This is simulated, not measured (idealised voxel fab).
Process module, titled voxel transistor to metal
Cross-section cut spans 190 nm and uses square cells 5 nm in size.
Cross-section format: a grid of square cells, given as bands from top to bottom; each band is one or more rows of cells.
Band: top height; bottom height; in nm. Then, left to right: material with width in nm, for each material. "everywhere": a single material spanning edge to edge. "air": empty space.
Counting heights begins at 0, where everything beneath is, in the wafer as received, one material. The lowest band has no bottom; it goes on downwards, as "0..down" shows.
Width "30 to 40": first value at the band's top row of cells, second value at its bottom row, equal change from row to row.
A step reported as "remained unchanged" is a step in which no cell of the cross-section changed.
Reported under the label "Listed closed voids" are the empty spaces having no open way to the top and comprising 8 cells or more; the notation for each is width x height at distance, in which the distance is measured from the left edge and all three values are in nm.
Where a step's line continues beyond its settings, the continuation is a remark by the simulator itself on that step.
overlay nm: how far to the right of its planned place the mask lay on this masked step (negative: to the left).
[These are the steps we planned for the process]
step 1: RECEIVE, material Si
step 2: OXIDIZE, depth nm 5
step 3: CONFORMAL_DEP, material SiN, thk nm 15
step 4: PATTERN, tone cover, mask id ACTIVE, material resist, width nm 115, thk nm 15, overlay nm 0
step 5: DIRECTIONAL_ETCH, etch materials SiN, depth nm 15
step 6: DIRECTIONAL_ETCH, etch materials SiO2, depth nm 5
step 7: DIRECTIONAL_ETCH, etch materials Si, depth nm 30
step 8: STRIP, etch materials resist
step 9: FILL_DEP, material SiO2, thk nm 15
step 10: CMP, height nm 15
step 11: SELECTIVE_ETCH, etch materials SiO2, depth nm 15
step 12: STRIP, etch materials SiN
step 13: SELECTIVE_ETCH, etch materials SiO2, depth nm 5
step 14: OXIDIZE, depth nm 5
step 15: DIRECTIONAL_DEP, material polySi, thk nm 25
step 16: DIRECTIONAL_DEP, material SiCN, thk nm 10
step 17: DIRECTIONAL_DEP, material aC, thk nm 10
step 18: PATTERN, tone cover, mask id GATE, material resist, width nm 25, thk nm 30, overlay nm 0
step 19: DIRECTIONAL_ETCH, etch materials aC, depth nm 10
step 20: STRIP, etch materials resist
step 21: DIRECTIONAL_ETCH, etch materials SiCN, depth nm 20
step 22: DIRECTIONAL_ETCH, etch materials polySi, depth nm 35
step 23: STRIP, etch materials aC
step 24: CONFORMAL_DEP, material SiO2, thk nm 5
step 25: DIRECTIONAL_ETCH, etch materials SiO2, depth nm 5
step 26: CONFORMAL_DEP, material SiN, thk nm 5
step 27: DIRECTIONAL_ETCH, etch materials SiN, depth nm 5
step 28: DIRECTIONAL_ETCH, etch materials SiO2, depth nm 5
step 29: DIRECTIONAL_ETCH, etch materials Si, depth nm 10
step 30: EPI, material SiGe, thk nm 10
step 31: FILL_DEP, material SiO2, thk nm 5
step 32: CMP, height nm 30
step 33: DIRECTIONAL_DEP, material SiO2, thk nm 15
step 34: DIRECTIONAL_DEP, material aC, thk nm 15
step 35: PATTERN, tone open, mask id CONTACT, material resist, width nm 30, pitch nm 65, thk nm 30, overlay nm 0
step 36: DIRECTIONAL_ETCH, etch materials aC, depth nm 15
step 37: STRIP, etch materials resist
step 38: DIRECTIONAL_ETCH, etch materials SiO2, depth nm 55
step 39: STRIP, etch materials aC
step 40: CONFORMAL_DEP, material TiN, thk nm 5
step 41: FILL_DEP, material Ru, thk nm 5
step 42: CMP, height nm 45
step 43: DIRECTIONAL_DEP, material TiN, thk nm 5
step 44: DIRECTIONAL_DEP, material Ru, thk nm 25
step 45: PATTERN, tone cover, mask id METAL_1, material resist, width nm 20, pitch nm 75, thk nm 15, overlay nm 0
step 46: DIRECTIONAL_ETCH, etch materials Ru, depth nm 25
step 47: DIRECTIONAL_ETCH, etch materials TiN, depth nm 5
step 48: STRIP, etch materials resist
step 49: FILL_DEP, material lowk, thk nm 10
step 50: CMP, height nm 75
step 51: CONFORMAL_DEP, material SiCN, thk nm 5
step 52: DIRECTIONAL_DEP, material SiO2, thk nm 25
step 53: PATTERN, tone open, mask id METAL_2, material resist, width nm 20, pitch nm 75, thk nm 20, overlay nm 0
step 54: DIRECTIONAL_ETCH, etch materials SiO2, depth nm 15
step 55: STRIP, etch materials resist
step 56: DIRECTIONAL_DEP, material aC, thk nm 15
step 57: PATTERN, tone open, mask id METAL_2_HOLES, material resist, width nm 15, pitch nm 75, thk nm 35, overlay nm 0
step 58: DIRECTIONAL_ETCH, etch materials aC, depth nm 15
step 59: STRIP, etch materials resist
step 60: DIRECTIONAL_ETCH, etch materials SiO2, depth nm 10
step 61: DIRECTIONAL_ETCH, etch materials SiCN, depth nm 5
step 62: STRIP, etch materials aC
step 63: CONFORMAL_DEP, material TiN, thk nm 5
step 64: FILL_DEP, material Cu, thk nm 5
step 65: CMP, height nm 105
step 66: CONFORMAL_DEP, material SiCN, thk nm 5
[Cross-section of the wafer at receipt, which is the condition after step 1]
	0..down = Si everywhere
	Listed closed voids: none
[First of two wafers: cross-section at end of module, run per plan]
	110..105 = SiCN everywhere
	105..95 = 45 nm SiO2, then 5 nm TiN, then 10 nm Cu, then 5 nm TiN, then 55 nm SiO2, then 5 nm TiN, then 10 nm Cu, then 5 nm TiN, then 50 nm SiO2
	95..90 = 45 nm SiO2, then 5 nm TiN, then 5 nm Cu, then 10 nm TiN, then 55 nm SiO2, then 5 nm TiN, then 5 nm Cu, then 10 nm TiN, then 50 nm SiO2
	90..80 = 45 nm SiO2, then 5 nm TiN, then 5 nm Cu, then 5 nm TiN, then 60 nm SiO2, then 5 nm TiN, then 5 nm Cu, then 5 nm TiN, then 55 nm SiO2
	80..75 = 45 nm SiCN, then 15 nm TiN, then 60 nm SiCN, then 15 nm TiN, then 55 nm SiCN
	75..50 = 45 nm lowk, then 20 nm Ru, then 55 nm lowk, then 20 nm Ru, then 50 nm lowk
	50..45 = 45 nm lowk, then 20 nm TiN, then 55 nm lowk, then 20 nm TiN, then 50 nm lowk
	45..35 = 45 nm SiO2, then 5 nm TiN, then 20 nm Ru, then 5 nm TiN, then 35 nm SiO2, then 5 nm TiN, then 20 nm Ru, then 5 nm TiN, then 50 nm SiO2
	35..30 = 45 nm SiO2, then 5 nm TiN, then 15 nm Ru, then 10 nm TiN, then 35 nm SiO2, then 10 nm TiN, then 15 nm Ru, then 5 nm TiN, then 50 nm SiO2
	30..20 = 45 nm SiO2, then 5 nm TiN, then 15 nm Ru, then 5 nm TiN, then 5 nm SiN, then 5 nm SiO2, then 25 nm SiCN, then 5 nm SiO2, then 5 nm SiN, then 5 nm TiN, then 15 nm Ru, then 5 nm TiN, then 50 nm SiO2
	20..5 = 45 nm SiO2, then 5 nm TiN, then 15 nm Ru, then 5 nm TiN, then 5 nm SiN, then 5 nm SiO2, then 25 nm polySi, then 5 nm SiO2, then 5 nm SiN, then 5 nm TiN, then 15 nm Ru, then 5 nm TiN, then 50 nm SiO2
	5..0 = 45 nm SiO2, then 5 nm TiN, then 5 nm Ru, then 15 nm TiN, then 5 nm SiN, then 5 nm SiO2, then 25 nm polySi, then 5 nm SiO2, then 5 nm SiN, then 15 nm TiN, then 5 nm Ru, then 5 nm TiN, then 50 nm SiO2
	0..-5 = 45 nm SiO2, then 5 nm TiN, then 5 nm Ru, then 5 nm TiN, then 10 nm SiGe, then 5 nm SiN, then 5 nm SiO2, then 25 nm polySi, then 5 nm SiO2, then 5 nm SiN, then 10 nm SiGe, then 5 nm TiN, then 5 nm Ru, then 5 nm TiN, then 50 nm SiO2
	-5..-10 = 45 nm SiO2, then 15 nm TiN, then 10 nm SiGe, then 45 nm SiO2, then 10 nm SiGe, then 15 nm TiN, then 50 nm SiO2
	-10..-20 = 35 nm SiO2, then 35 nm SiGe, then 45 nm Si, then 35 nm SiGe, then 40 nm SiO2
	-20..-35 = 35 nm SiO2, then 115 nm Si, then 40 nm SiO2
	-35..down = Si everywhere
	Listed closed voids: none
[Second wafer of the two, sectioned at the end of the module. It began like the first and followed the same plan, but one mistake was made while running it]
	110..105 = SiCN everywhere
	105..95 = 45 nm SiO2, then 5 nm TiN, then 10 nm Cu, then 5 nm TiN, then 55 nm SiO2, then 5 nm TiN, then 10 nm Cu, then 5 nm TiN, then 50 nm SiO2
	95..90 = 45 nm SiO2, then 5 nm TiN, then 5 nm Cu, then 10 nm TiN, then 55 nm SiO2, then 5 nm TiN, then 5 nm Cu, then 10 nm TiN, then 50 nm SiO2
	90..80 = 45 nm SiO2, then 5 nm TiN, then 5 nm Cu, then 5 nm TiN, then 60 nm SiO2, then 5 nm TiN, then 5 nm Cu, then 5 nm TiN, then 55 nm SiO2
	80..75 = 45 nm SiCN, then 15 nm TiN, then 60 nm SiCN, then 15 nm TiN, then 55 nm SiCN
	75..50 = 45 nm lowk, then 20 nm Ru, then 55 nm lowk, then 20 nm Ru, then 50 nm lowk
	50..45 = 45 nm lowk, then 20 nm TiN, then 55 nm lowk, then 20 nm TiN, then 50 nm lowk
	45..35 = 45 nm SiO2, then 5 nm TiN, then 20 nm Ru, then 5 nm TiN, then 35 nm SiO2, then 5 nm TiN, then 20 nm Ru, then 5 nm TiN, then 50 nm SiO2
	35..30 = 45 nm SiO2, then 5 nm TiN, then 15 nm Ru, then 10 nm TiN, then 35 nm SiO2, then 10 nm TiN, then 15 nm Ru, then 5 nm TiN, then 50 nm SiO2
	30..20 = 45 nm SiO2, then 5 nm TiN, then 15 nm Ru, then 5 nm TiN, then 5 nm SiN, then 5 nm SiO2, then 25 nm SiCN, then 5 nm SiO2, then 5 nm SiN, then 5 nm TiN, then 15 nm Ru, then 5 nm TiN, then 50 nm SiO2
	20..10 = 45 nm SiO2, then 5 nm TiN, then 15 nm Ru, then 5 nm TiN, then 5 nm SiN, then 5 nm SiO2, then 25 nm polySi, then 5 nm SiO2, then 5 nm SiN, then 5 nm TiN, then 15 nm Ru, then 5 nm TiN, then 50 nm SiO2
	10..5 = 45 nm SiO2, then 25 nm TiN, then 5 nm SiN, then 5 nm SiO2, then 25 nm polySi, then 5 nm SiO2, then 5 nm SiN, then 25 nm TiN, then 50 nm SiO2
	5..-5 = 45 nm SiO2, then 10 nm TiN, then 15 nm SiGe, then 5 nm SiN, then 5 nm SiO2, then 25 nm polySi, then 5 nm SiO2, then 5 nm SiN, then 15 nm SiGe, then 10 nm TiN, then 50 nm SiO2
	-5..-10 = 30 nm SiO2, then 40 nm SiGe, then 45 nm SiO2, then 40 nm SiGe, then 35 nm SiO2
	-10..-20 = 35 nm SiO2, then 35 nm SiGe, then 45 nm Si, then 35 nm SiGe, then 40 nm SiO2
	-20..-35 = 35 nm SiO2, then 115 nm Si, then 40 nm SiO2
	-35..down = Si everywhere
	Listed closed voids: none
What broke from the plan during processing? step 30 changed vs plan, executed as EPI, material SiGe, thk nm 15
FYI, end of process, the second wafer has more or fewer cells of some materials than the first: -10 Ru | +20 SiGe | -6 SiO2 | -4 TiN
